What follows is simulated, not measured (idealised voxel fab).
Name of the process module below: voxel transistor to metal
It is cross-section cut that appears here, measuring 145 nm in width, its square cells being 5 nm in size.
Cross-section spec: square-cell grid; bands listed top down; each band is one or more rows.
The band entry comprises the height of the band's top followed by the height of its bottom, expressed in nm, and subsequently the band's materials from left to right, each stated together with its width in nm. Where a single material is marked with the word "everywhere", that material fills the band from edge to edge. The word "empty" represents empty space.
Ref level 0: as-received wafer is one material below here. Bottom band extends down with no lower bound ("top 0, no bottom").
The width entry "30->40" should be interpreted row by row: the top row of cells in the band takes the first number, the bottom row takes the second number, and the change between adjacent rows is uniform throughout.
What does "no modification" mean for a step? It means no cell of the cross-section changed in that step.
The entry "Enclosed cavity list" lists the empty spaces that cover at least 8 cells and have no open path to the top. Each is written as width x height at distance, where the distance is measured from the left edge and all three values are in nm.
Heads up: the bit after the settings on a step's line is the simulator's remark on that step.
The optional step-line setting "overlay nm" applies to steps with a mask and quantifies how far to the right of its planned location the mask lay, a negative value indicating leftward placement.
PROCESS STEPS FORESEEN IN THE PLAN
1. RECEIVE: material Si
2. OXIDIZE: depth nm 5
3. CONFORMAL_DEP: material SiN, thk nm 10
4. DIRECTIONAL_DEP: material aC, thk nm 10
5. PATTERN: tone cover, mask id ACTIVE, material resist, width nm 115, thk nm 25, overlay nm 0
6. DIRECTIONAL_ETCH: etch materials aC, depth nm 10
7. STRIP: etch materials resist
8. DIRECTIONAL_ETCH: etch materials SiN, depth nm 10
9. DIRECTIONAL_ETCH: etch materials SiO2, depth nm 5
10. DIRECTIONAL_ETCH: etch materials Si, depth nm 20
11. STRIP: etch materials aC
12. FILL_DEP: material SiO2, thk nm 5
13. CMP: height nm 0
14. SELECTIVE_ETCH: etch materials SiO2, depth nm 5
15. STRIP: etch materials SiN
16. SELECTIVE_ETCH: etch materials SiO2, depth nm 5
17. OXIDIZE: depth nm 5
18. DIRECTIONAL_DEP: material polySi, thk nm 30
19. DIRECTIONAL_DEP: material SiCN, thk nm 15
20. PATTERN: tone cover, mask id GATE, material resist, width nm 25, thk nm 20, overlay nm 0
21. DIRECTIONAL_ETCH: etch materials SiCN, depth nm 25
22. DIRECTIONAL_ETCH: etch materials polySi, depth nm 40
23. STRIP: etch materials resist
24. CONFORMAL_DEP: material SiN, thk nm 5
25. DIRECTIONAL_ETCH: etch materials SiN, depth nm 5
26. DIRECTIONAL_ETCH: etch materials SiO2, depth nm 5
27. DIRECTIONAL_ETCH: etch materials Si, depth nm 10
28. EPI: material pSi, thk nm 10
29. FILL_DEP: material SiO2, thk nm 5
30. CMP: height nm 25
31. STRIP: etch materials polySi
32. SELECTIVE_ETCH: etch materials SiO2, depth nm 5
33. CONFORMAL_DEP: material HfO2, thk nm 5
34. CONFORMAL_DEP: material TiN, thk nm 5
35. FILL_DEP: material W, thk nm 10
36. CMP: height nm 20
37. DIRECTIONAL_DEP: material SiO2, thk nm 15
38. DIRECTIONAL_DEP: material aC, thk nm 15
39. PATTERN: tone open, mask id CONTACT, material resist, width nm 20, pitch nm 75, thk nm 35, overlay nm 0
40. DIRECTIONAL_ETCH: etch materials aC, depth nm 15
41. STRIP: etch materials resist
42. DIRECTIONAL_ETCH: etch materials SiO2, depth nm 45
43. STRIP: etch materials aC
44. CONFORMAL_DEP: material TiN, thk nm 5
45. FILL_DEP: material W, thk nm 10
46. CMP: height nm 35
47. CONFORMAL_DEP: material SiCN, thk nm 5
48. DIRECTIONAL_DEP: material lowk, thk nm 15
49. MASKED_ETCH: tone open, mask id METAL_1, width nm 20, pitch nm 75, etch materials lowk, depth nm 15, overlay nm 0
50. MASKED_ETCH: tone open, mask id METAL_1, width nm 20, pitch nm 75, etch materials SiCN, depth nm 5, overlay nm 0
51. CONFORMAL_DEP: material TiN, thk nm 5
52. FILL_DEP: material Ru, thk nm 10
53. CMP: height nm 55
54. EPI: material Ru, thk nm 5
55. FILL_DEP: material SiCN, thk nm 5
Wafer-to-wafer difference: height nm, step 13. Common start. Plan = first wafer's value.
CROSS-SECTION: THE FIRST OF SEVERAL WAFERS IN ITS AS-RECEIVED STATE, I.E. FOLLOWING STEP 1
* top 0, no bottom = Si everywhere
* Enclosed cavity list: none
CROSS-SECTION, FIRST OF SEVERAL WAFERS, END OF MODULE, AFTER LAST STEP 55
* top 65, bottom 60 = SiCN everywhere
* top 60, bottom 55 = 20 of SiCN | 30 of Ru | 45 of SiCN | 30 of Ru | 20 of SiCN
* top 55, bottom 40 = 25 of lowk | 5 of TiN | 10 of Ru | 5 of TiN | 55 of lowk | 5 of TiN | 10 of Ru | 5 of TiN | 25 of lowk
* top 40, bottom 35 = 25 of SiCN | 20 of TiN | 55 of SiCN | 20 of TiN | 25 of SiCN
* top 35, bottom 20 = 25 of SiO2 | 5 of TiN | 10 of W | 5 of TiN | 55 of SiO2 | 5 of TiN | 10 of W | 5 of TiN | 25 of SiO2
* top 20, bottom 0 = 25 of SiO2 | 5 of TiN | 10 of W | 5 of TiN | 10 of SiO2 | 5 of SiN | 5 of HfO2 | 5 of TiN | 5 of W | 5 of TiN | 5 of HfO2 | 5 of SiN | 10 of SiO2 | 5 of TiN | 10 of W | 5 of TiN | 25 of SiO2
* top 0, bottom -5 = 25 of SiO2 | 10 of TiN | 5 of W | 5 of TiN | 10 of pSi | 5 of SiN | 5 of HfO2 | 15 of TiN | 5 of HfO2 | 5 of SiN | 10 of pSi | 5 of TiN | 5 of W | 10 of TiN | 25 of SiO2
* top -5, bottom -10 = 10 of SiO2 | 5 of SiN | 15 of pSi | 15 of TiN | 10 of pSi | 35 of HfO2 | 10 of pSi | 15 of TiN | 15 of pSi | 5 of SiN | 10 of SiO2
* top -10, bottom -15 = 20 of SiO2 | 35 of pSi | 35 of Si | 35 of pSi | 20 of SiO2
* top -15, bottom -20 = 15 of SiO2 | 5 of Si | 35 of pSi | 35 of Si | 35 of pSi | 5 of Si | 15 of SiO2
* top -20, bottom -25 = 15 of SiO2 | 115 of Si | 15 of SiO2
* top -25, no bottom = Si everywhere
* Enclosed cavity list: none
CROSS-SECTIONAL VIEW OF THE FINAL WAFER OF SEVERAL AT THE MODULE'S END
* top 65, bottom 60 = SiCN everywhere
* top 60, bottom 55 = 20 of SiCN | 30 of Ru | 45 of SiCN | 30 of Ru | 20 of SiCN
* top 55, bottom 40 = 25 of lowk | 5 of TiN | 10 of Ru | 5 of TiN | 55 of lowk | 5 of TiN | 10 of Ru | 5 of TiN | 25 of lowk
* top 40, bottom 35 = 25 of SiCN | 20 of TiN | 55 of SiCN | 20 of TiN | 25 of SiCN
* top 35, bottom 20 = 25 of SiO2 | 5 of TiN | 10 of W | 5 of TiN | 55 of SiO2 | 5 of TiN | 10 of W | 5 of TiN | 25 of SiO2
* top 20, bottom 5 = 25 of SiO2 | 5 of TiN | 10 of W | 5 of TiN | 10 of SiO2 | 5 of SiN | 5 of HfO2 | 5 of TiN | 5 of W | 5 of TiN | 5 of HfO2 | 5 of SiN | 10 of SiO2 | 5 of TiN | 10 of W | 5 of TiN | 25 of SiO2
* top 5, bottom 0 = 10 of SiO2 | 5 of SiN | 10 of SiO2 | 5 of TiN | 10 of W | 5 of TiN | 10 of SiO2 | 5 of SiN | 5 of HfO2 | 5 of TiN | 5 of W | 5 of TiN | 5 of HfO2 | 5 of SiN | 10 of SiO2 | 5 of TiN | 10 of W | 5 of TiN | 10 of SiO2 | 5 of SiN | 10 of SiO2
* top 0, bottom -5 = 10 of SiO2 | 5 of SiN | 10 of SiO2 | 5 of TiN | 10 of W | 5 of TiN | 10 of pSi | 5 of SiN | 5 of HfO2 | 15 of TiN | 5 of HfO2 | 5 of SiN | 10 of pSi | 5 of TiN | 10 of W | 5 of TiN | 10 of SiO2 | 5 of SiN | 10 of SiO2
* top -5, bottom -10 = 25 of SiO2 | 20 of TiN | 10 of pSi | 35 of HfO2 | 10 of pSi | 20 of TiN | 25 of SiO2
* top -10, bottom -20 = 15 of SiO2 | 40 of pSi | 35 of Si | 40 of pSi | 15 of SiO2
* top -20, bottom -25 = 15 of SiO2 | 115 of Si | 15 of SiO2
* top -25, no bottom = Si everywhere
* Enclosed cavity list: none
HERE IS HOW TO READ THE ROWS: EVERY WAFER HAS A ROW, AND IT SHOWS THE WAFER AT THE END OF THE MODULE, GIVING FOR EACH MATERIAL HOW MANY CELLS WERE GAINED (+) OR LOST (-) SINCE THE WAFER WAS RECEIVED, THEN LISTING ITS CLOSED VOIDS
height nm 0 | +17 HfO2 | +24 Ru | -106 Si | +67 SiCN | +12 SiN | +153 SiO2 | +71 TiN | +34 W | +63 lowk | +42 pSi | Enclosed cavity list: none
height nm 5 | +17 HfO2 | +24 Ru | -108 Si | +67 SiCN | +10 SiN | +157 SiO2 | +71 TiN | +36 W | +63 lowk | +40 pSi | Enclosed cavity list: none
height nm 10 | +17 HfO2 | +24 Ru | -108 Si | +67 SiCN | +12 SiN | +155 SiO2 | +71 TiN | +36 W | +63 lowk | +40 pSi | Enclosed cavity list: none
height nm 15 | +17 HfO2 | +24 Ru | -108 Si | +67 SiCN | +14 SiN | +153 SiO2 | +71 TiN | +36 W | +63 lowk | +40 pSi | Enclosed cavity list: none
